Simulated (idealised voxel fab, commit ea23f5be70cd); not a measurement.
process module | voxel self aligned vias
In the cross-section labelled cut, the width is 265 nm and each square cell is 5 nm.
When this document writes out a cross-section, it uses a grid of square cells and lists it as bands, beginning at the top and moving down, with a band standing for one or more rows of cells.
Read a band's entry like this: the first values are the height of its top and the height of its bottom in nm, and what follows is the sequence of materials from left to right, each with its width in nm. Note that "blank" is empty space, and that a single material marked "full width" reaches across the band from edge to edge.
The reference from which all heights are counted is 0, the level beneath which the as-received wafer is entirely one material; the lowest band, having no lower bound, proceeds downward and is written after the example "from 0 down".
The expression "30..40" gives the width at the extremes of the band, the first number at its top row of cells and the second at its bottom row, with the width changing by equal amounts from each row to the next in between.
No cell of the cross-section changed in a step that is given as "remained the same".
This entry, "Unvented cavities", enumerates those empty regions of no fewer than 8 cells that possess no open connection to the top. Each region is reported in the form width x height at distance, the distance being taken from the left edge, with all three quantities expressed in nm.
after a step's settings: what the simulator itself notes on the step
overlay nm: mask right of planned place by this much (step with mask). Neg. = left.

Intended process steps
- 1: RECEIVE: material Si
- 2: CONFORMAL_DEP: material SiO2, thk nm 15
- 3: CONFORMAL_DEP: material SiCN, thk nm 5
- 4: DIRECTIONAL_DEP: material lowk, thk nm 25
- 5: DIRECTIONAL_DEP: material aC, thk nm 15
- 6: PATTERN: tone open, mask id LINES, material resist, width nm 20, pitch nm 60, thk nm 35, overlay nm 0
- 7: DIRECTIONAL_ETCH: etch materials aC, depth nm 15
- 8: STRIP: etch materials resist
- 9: DIRECTIONAL_ETCH: etch materials lowk, depth nm 25
- 10: STRIP: etch materials aC
- 11: CONFORMAL_DEP: material TiN, thk nm 5
- 12: FILL_DEP: material W, thk nm 5
- 13: CMP: height nm 45
- 14: SELECTIVE_ETCH: etch materials W Ru TiN, depth nm 10
- 15: FILL_DEP: material SiN, thk nm 10
- 16: CMP: height nm 45
- 17: DIRECTIONAL_DEP: material lowk, thk nm 15
- 18: DIRECTIONAL_DEP: material aC, thk nm 15
- 19: PATTERN: tone open, mask id VIAS, material resist, width nm 30, pitch nm 60, thk nm 35, overlay nm 0
- 20: DIRECTIONAL_ETCH: etch materials aC, depth nm 15
- 21: STRIP: etch materials resist
- 22: DIRECTIONAL_ETCH: etch materials lowk, depth nm 15
- 23: DIRECTIONAL_ETCH: etch materials SiN, depth nm 10
- 24: STRIP: etch materials aC
- 25: CONFORMAL_DEP: material TiN, thk nm 5
- 26: FILL_DEP: material W, thk nm 10
- 27: CMP: height nm 60
- 28: CONFORMAL_DEP: material SiN, thk nm 5

Wafer, first of two, run as planned

Incoming wafer, cross-sectional view, post step 1
    from 0 down = Si full width
    Unvented cavities: none

The wafer, seen in cross-section, after step 2
    from 15 to 0 = SiO2 full width
    Beneath the level 0, the cross-section is identical to its previous state.

The wafer, seen in cross-section, after step 3
    from 20 to 15 = SiCN full width
    Beneath the level 15, the cross-section is identical to its previous state.

The wafer, seen in cross-section, after step 4
    from 45 to 20 = lowk full width
    Beneath the level 20, the cross-section is identical to its previous state.

The wafer, seen in cross-section, after step 5
    from 60 to 45 = aC full width
    Beneath the level 45, the cross-section is identical to its previous state.

The wafer, seen in cross-section, after step 6
    from 95 to 60 = resist=60, then blank=20, then resist=40, then blank=20, then resist=40, then blank=20, then resist=65
    Beneath the level 60, the cross-section is identical to its previous state.

The wafer, seen in cross-section, after step 7
    from 80 to 60 = resist=60, then blank=20, then resist=40, then blank=20, then resist=40, then blank=20, then resist=65
    from 60 to 45 = aC=60, then blank=20, then aC=40, then blank=20, then aC=40, then blank=20, then aC=65
    Beneath the level 45, the cross-section is identical to its previous state.

The wafer, seen in cross-section, after step 8
    from 60 to 45 = aC=60, then blank=20, then aC=40, then blank=20, then aC=40, then blank=20, then aC=65
    Beneath the level 45, the cross-section is identical to its previous state.

The wafer, seen in cross-section, after step 9
    from 60 to 45 = aC=60, then blank=20, then aC=40, then blank=20, then aC=40, then blank=20, then aC=65
    from 45 to 20 = lowk=60, then blank=20, then lowk=40, then blank=20, then lowk=40, then blank=20, then lowk=65
    Beneath the level 20, the cross-section is identical to its previous state.

The wafer, seen in cross-section, after step 10
    from 45 to 20 = lowk=60, then blank=20, then lowk=40, then blank=20, then lowk=40, then blank=20, then lowk=65
    Beneath the level 20, the cross-section is identical to its previous state.

The wafer, seen in cross-section, after step 11
    from 50 to 45 = TiN=65, then blank=10, then TiN=50, then blank=10, then TiN=50, then blank=10, then TiN=70
    from 45 to 25 = lowk=60, then TiN=5, then blank=10, then TiN=5, then lowk=40, then TiN=5, then blank=10, then TiN=5, then lowk=40, then TiN=5, then blank=10, then TiN=5, then lowk=65
    from 25 to 20 = lowk=60, then TiN=20, then lowk=40, then TiN=20, then lowk=40, then TiN=20, then lowk=65
    Beneath the level 20, the cross-section is identical to its previous state.

The wafer, seen in cross-section, after step 12
    from 55 to 50 = W full width
    from 50 to 45 = TiN=65, then W=10, then TiN=50, then W=10, then TiN=50, then W=10, then TiN=70
    from 45 to 25 = lowk=60, then TiN=5, then W=10, then TiN=5, then lowk=40, then TiN=5, then W=10, then TiN=5, then lowk=40, then TiN=5, then W=10, then TiN=5, then lowk=65
    Beneath the level 25, the cross-section is identical to its previous state.

The wafer, seen in cross-section, after step 13
    from 45 to 25 = lowk=60, then TiN=5, then W=10, then TiN=5, then lowk=40, then TiN=5, then W=10, then TiN=5, then lowk=40, then TiN=5, then W=10, then TiN=5, then lowk=65
    Beneath the level 25, the cross-section is identical to its previous state.

The wafer, seen in cross-section, after step 14
    from 45 to 35 = lowk=60, then blank=20, then lowk=40, then blank=20, then lowk=40, then blank=20, then lowk=65
    Beneath the level 35, the cross-section is identical to its previous state.

The wafer, seen in cross-section, after step 15
    from 55 to 45 = SiN full width
    from 45 to 35 = lowk=60, then SiN=20, then lowk=40, then SiN=20, then lowk=40, then SiN=20, then lowk=65
    Beneath the level 35, the cross-section is identical to its previous state.

The wafer, seen in cross-section, after step 16
    from 45 to 35 = lowk=60, then SiN=20, then lowk=40, then SiN=20, then lowk=40, then SiN=20, then lowk=65
    Beneath the level 35, the cross-section is identical to its previous state.

The wafer, seen in cross-section, after step 17
    from 60 to 45 = lowk full width
    Beneath the level 45, the cross-section is identical to its previous state.

The wafer, seen in cross-section, after step 18
    from 75 to 60 = aC full width
    Beneath the level 60, the cross-section is identical to its previous state.

The wafer, seen in cross-section, after step 19
    from 110 to 75 = resist=55, then blank=30, then resist=30, then blank=30, then resist=30, then blank=30, then resist=60
    Beneath the level 75, the cross-section is identical to its previous state.

The wafer, seen in cross-section, after step 20
    from 95 to 75 = resist=55, then blank=30, then resist=30, then blank=30, then resist=30, then blank=30, then resist=60
    from 75 to 60 = aC=55, then blank=30, then aC=30, then blank=30, then aC=30, then blank=30, then aC=60
    Beneath the level 60, the cross-section is identical to its previous state.

The wafer, seen in cross-section, after step 21
    from 75 to 60 = aC=55, then blank=30, then aC=30, then blank=30, then aC=30, then blank=30, then aC=60
    Beneath the level 60, the cross-section is identical to its previous state.

The wafer, seen in cross-section, after step 22
    from 75 to 60 = aC=55, then blank=30, then aC=30, then blank=30, then aC=30, then blank=30, then aC=60
    from 60 to 45 = lowk=55, then blank=30, then lowk=30, then blank=30, then lowk=30, then blank=30, then lowk=60
    Beneath the level 45, the cross-section is identical to its previous state.

The wafer, seen in cross-section, after step 23
    from 75 to 60 = aC=55, then blank=30, then aC=30, then blank=30, then aC=30, then blank=30, then aC=60
    from 60 to 45 = lowk=55, then blank=30, then lowk=30, then blank=30, then lowk=30, then blank=30, then lowk=60
    from 45 to 35 = lowk=60, then blank=20, then lowk=40, then blank=20, then lowk=40, then blank=20, then lowk=65
    Beneath the level 35, the cross-section is identical to its previous state.

The wafer, seen in cross-section, after step 24
    from 60 to 45 = lowk=55, then blank=30, then lowk=30, then blank=30, then lowk=30, then blank=30, then lowk=60
    Beneath the level 45, the cross-section is identical to its previous state.

The wafer, seen in cross-section, after step 25
    from 65 to 60 = TiN=60, then blank=20, then TiN=40, then blank=20, then TiN=40, then blank=20, then TiN=65
    from 60 to 50 = lowk=55, then TiN=5, then blank=20, then TiN=5, then lowk=30, then TiN=5, then blank=20, then TiN=5, then lowk=30, then TiN=5, then blank=20, then TiN=5, then lowk=60
    from 50 to 40 = lowk=55..60, then TiN=10..5, then blank=10, then TiN=10..5, then lowk=30..40, then TiN=10..5, then blank=10, then TiN=10..5, then lowk=30..40, then TiN=10..5, then blank=10, then TiN=10..5, then lowk=60..65
    from 40 to 35 = lowk=60, then TiN=20, then lowk=40, then TiN=20, then lowk=40, then TiN=20, then lowk=65
    Beneath the level 35, the cross-section is identical to its previous state.

The wafer, seen in cross-section, after step 26
    from 75 to 65 = W full width
    from 65 to 60 = TiN=60, then W=20, then TiN=40, then W=20, then TiN=40, then W=20, then TiN=65
    from 60 to 50 = lowk=55, then TiN=5, then W=20, then TiN=5, then lowk=30, then TiN=5, then W=20, then TiN=5, then lowk=30, then TiN=5, then W=20, then TiN=5, then lowk=60
    from 50 to 40 = lowk=55..60, then TiN=10..5, then W=10, then TiN=10..5, then lowk=30..40, then TiN=10..5, then W=10, then TiN=10..5, then lowk=30..40, then TiN=10..5, then W=10, then TiN=10..5, then lowk=60..65
    Beneath the level 40, the cross-section is identical to its previous state.

The wafer, seen in cross-section, after step 27
    from 60 to 50 = lowk=55, then TiN=5, then W=20, then TiN=5, then lowk=30, then TiN=5, then W=20, then TiN=5, then lowk=30, then TiN=5, then W=20, then TiN=5, then lowk=60
    Beneath the level 50, the cross-section is identical to its previous state.

The wafer, seen in cross-section, after step 28
    from 65 to 60 = SiN full width
    Beneath the level 60, the cross-section is identical to its previous state.

Okay, second wafer. Nothing different at the start, nothing different in the plan, just one mistake somewhere in the running. As far as step 2, counting that step, it's the first wafer all over again

What the second wafer looks like in cross-section when step 3 should have wrapped up
    from 20 to 15 = TiN full width
    Beneath the level 15, the cross-section is identical to its previous state.

What the second wafer looks like in cross-section when step 4 should have wrapped up
    from 45 to 20 = lowk full width
    Beneath the level 20, the cross-section is identical to its previous state.

What the second wafer looks like in cross-section when step 5 should have wrapped up
    from 60 to 45 = aC full width
    Beneath the level 45, the cross-section is identical to its previous state.

What the second wafer looks like in cross-section when step 6 should have wrapped up
    from 95 to 60 = resist=60, then blank=20, then resist=40, then blank=20, then resist=40, then blank=20, then resist=65
    Beneath the level 60, the cross-section is identical to its previous state.

What the second wafer looks like in cross-section when step 7 should have wrapped up
    from 80 to 60 = resist=60, then blank=20, then resist=40, then blank=20, then resist=40, then blank=20, then resist=65
    from 60 to 45 = aC=60, then blank=20, then aC=40, then blank=20, then aC=40, then blank=20, then aC=65
    Beneath the level 45, the cross-section is identical to its previous state.

What the second wafer looks like in cross-section when step 8 should have wrapped up
    from 60 to 45 = aC=60, then blank=20, then aC=40, then blank=20, then aC=40, then blank=20, then aC=65
    Beneath the level 45, the cross-section is identical to its previous state.

What the second wafer looks like in cross-section when step 9 should have wrapped up
    from 60 to 45 = aC=60, then blank=20, then aC=40, then blank=20, then aC=40, then blank=20, then aC=65
    from 45 to 20 = lowk=60, then blank=20, then lowk=40, then blank=20, then lowk=40, then blank=20, then lowk=65
    Beneath the level 20, the cross-section is identical to its previous state.

What the second wafer looks like in cross-section when step 10 should have wrapped up
    from 45 to 20 = lowk=60, then blank=20, then lowk=40, then blank=20, then lowk=40, then blank=20, then lowk=65
    Beneath the level 20, the cross-section is identical to its previous state.

What the second wafer looks like in cross-section when step 11 should have wrapped up
    from 50 to 45 = TiN=65, then blank=10, then TiN=50, then blank=10, then TiN=50, then blank=10, then TiN=70
    from 45 to 25 = lowk=60, then TiN=5, then blank=10, then TiN=5, then lowk=40, then TiN=5, then blank=10, then TiN=5, then lowk=40, then TiN=5, then blank=10, then TiN=5, then lowk=65
    from 25 to 20 = lowk=60, then TiN=20, then lowk=40, then TiN=20, then lowk=40, then TiN=20, then lowk=65
    Beneath the level 20, the cross-section is identical to its previous state.

What the second wafer looks like in cross-section when step 12 should have wrapped up
    from 55 to 50 = W full width
    from 50 to 45 = TiN=65, then W=10, then TiN=50, then W=10, then TiN=50, then W=10, then TiN=70
    from 45 to 25 = lowk=60, then TiN=5, then W=10, then TiN=5, then lowk=40, then TiN=5, then W=10, then TiN=5, then lowk=40, then TiN=5, then W=10, then TiN=5, then lowk=65
    Beneath the level 25, the cross-section is identical to its previous state.

What the second wafer looks like in cross-section when step 13 should have wrapped up
    from 45 to 25 = lowk=60, then TiN=5, then W=10, then TiN=5, then lowk=40, then TiN=5, then W=10, then TiN=5, then lowk=40, then TiN=5, then W=10, then TiN=5, then lowk=65
    Beneath the level 25, the cross-section is identical to its previous state.

What the second wafer looks like in cross-section when step 14 should have wrapped up
    from 45 to 35 = lowk=60, then blank=20, then lowk=40, then blank=20, then lowk=40, then blank=20, then lowk=65
    Beneath the level 35, the cross-section is identical to its previous state.

What the second wafer looks like in cross-section when step 15 should have wrapped up
    from 55 to 45 = SiN full width
    from 45 to 35 = lowk=60, then SiN=20, then lowk=40, then SiN=20, then lowk=40, then SiN=20, then lowk=65
    Beneath the level 35, the cross-section is identical to its previous state.

What the second wafer looks like in cross-section when step 16 should have wrapped up
    from 45 to 35 = lowk=60, then SiN=20, then lowk=40, then SiN=20, then lowk=40, then SiN=20, then lowk=65
    Beneath the level 35, the cross-section is identical to its previous state.

What the second wafer looks like in cross-section when step 17 should have wrapped up
    from 60 to 45 = lowk full width
    Beneath the level 45, the cross-section is identical to its previous state.

What the second wafer looks like in cross-section when step 18 should have wrapped up
    from 75 to 60 = aC full width
    Beneath the level 60, the cross-section is identical to its previous state.

What the second wafer looks like in cross-section when step 19 should have wrapped up
    from 110 to 75 = resist=55, then blank=30, then resist=30, then blank=30, then resist=30, then blank=30, then resist=60
    Beneath the level 75, the cross-section is identical to its previous state.

What the second wafer looks like in cross-section when step 20 should have wrapped up
    from 95 to 75 = resist=55, then blank=30, then resist=30, then blank=30, then resist=30, then blank=30, then resist=60
    from 75 to 60 = aC=55, then blank=30, then aC=30, then blank=30, then aC=30, then blank=30, then aC=60
    Beneath the level 60, the cross-section is identical to its previous state.

What the second wafer looks like in cross-section when step 21 should have wrapped up
    from 75 to 60 = aC=55, then blank=30, then aC=30, then blank=30, then aC=30, then blank=30, then aC=60
    Beneath the level 60, the cross-section is identical to its previous state.

What the second wafer looks like in cross-section when step 22 should have wrapped up
    from 75 to 60 = aC=55, then blank=30, then aC=30, then blank=30, then aC=30, then blank=30, then aC=60
    from 60 to 45 = lowk=55, then blank=30, then lowk=30, then blank=30, then lowk=30, then blank=30, then lowk=60
    Beneath the level 45, the cross-section is identical to its previous state.

What the second wafer looks like in cross-section when step 23 should have wrapped up
    from 75 to 60 = aC=55, then blank=30, then aC=30, then blank=30, then aC=30, then blank=30, then aC=60
    from 60 to 45 = lowk=55, then blank=30, then lowk=30, then blank=30, then lowk=30, then blank=30, then lowk=60
    from 45 to 35 = lowk=60, then blank=20, then lowk=40, then blank=20, then lowk=40, then blank=20, then lowk=65
    Beneath the level 35, the cross-section is identical to its previous state.

What the second wafer looks like in cross-section when step 24 should have wrapped up
    from 60 to 45 = lowk=55, then blank=30, then lowk=30, then blank=30, then lowk=30, then blank=30, then lowk=60
    Beneath the level 45, the cross-section is identical to its previous state.

What the second wafer looks like in cross-section when step 25 should have wrapped up
    from 65 to 60 = TiN=60, then blank=20, then TiN=40, then blank=20, then TiN=40, then blank=20, then TiN=65
    from 60 to 50 = lowk=55, then TiN=5, then blank=20, then TiN=5, then lowk=30, then TiN=5, then blank=20, then TiN=5, then lowk=30, then TiN=5, then blank=20, then TiN=5, then lowk=60
    from 50 to 40 = lowk=55..60, then TiN=10..5, then blank=10, then TiN=10..5, then lowk=30..40, then TiN=10..5, then blank=10, then TiN=10..5, then lowk=30..40, then TiN=10..5, then blank=10, then TiN=10..5, then lowk=60..65
    from 40 to 35 = lowk=60, then TiN=20, then lowk=40, then TiN=20, then lowk=40, then TiN=20, then lowk=65
    Beneath the level 35, the cross-section is identical to its previous state.

What the second wafer looks like in cross-section when step 26 should have wrapped up
    from 75 to 65 = W full width
    from 65 to 60 = TiN=60, then W=20, then TiN=40, then W=20, then TiN=40, then W=20, then TiN=65
    from 60 to 50 = lowk=55, then TiN=5, then W=20, then TiN=5, then lowk=30, then TiN=5, then W=20, then TiN=5, then lowk=30, then TiN=5, then W=20, then TiN=5, then lowk=60
    from 50 to 40 = lowk=55..60, then TiN=10..5, then W=10, then TiN=10..5, then lowk=30..40, then TiN=10..5, then W=10, then TiN=10..5, then lowk=30..40, then TiN=10..5, then W=10, then TiN=10..5, then lowk=60..65
    Beneath the level 40, the cross-section is identical to its previous state.

What the second wafer looks like in cross-section when step 27 should have wrapped up
    from 60 to 50 = lowk=55, then TiN=5, then W=20, then TiN=5, then lowk=30, then TiN=5, then W=20, then TiN=5, then lowk=30, then TiN=5, then W=20, then TiN=5, then lowk=60
    Beneath the level 50, the cross-section is identical to its previous state.

What the second wafer looks like in cross-section when step 28 should have wrapped up
    from 65 to 60 = SiN full width
    Beneath the level 60, the cross-section is identical to its previous state.
The mistake made against the process plan was this: step 3 ran as: CONFORMAL_DEP: material TiN, thk nm 5
End check, counted in cells, second wafer has more or fewer of these materials than the first: 53 fewer of SiCN, 53 more of TiN
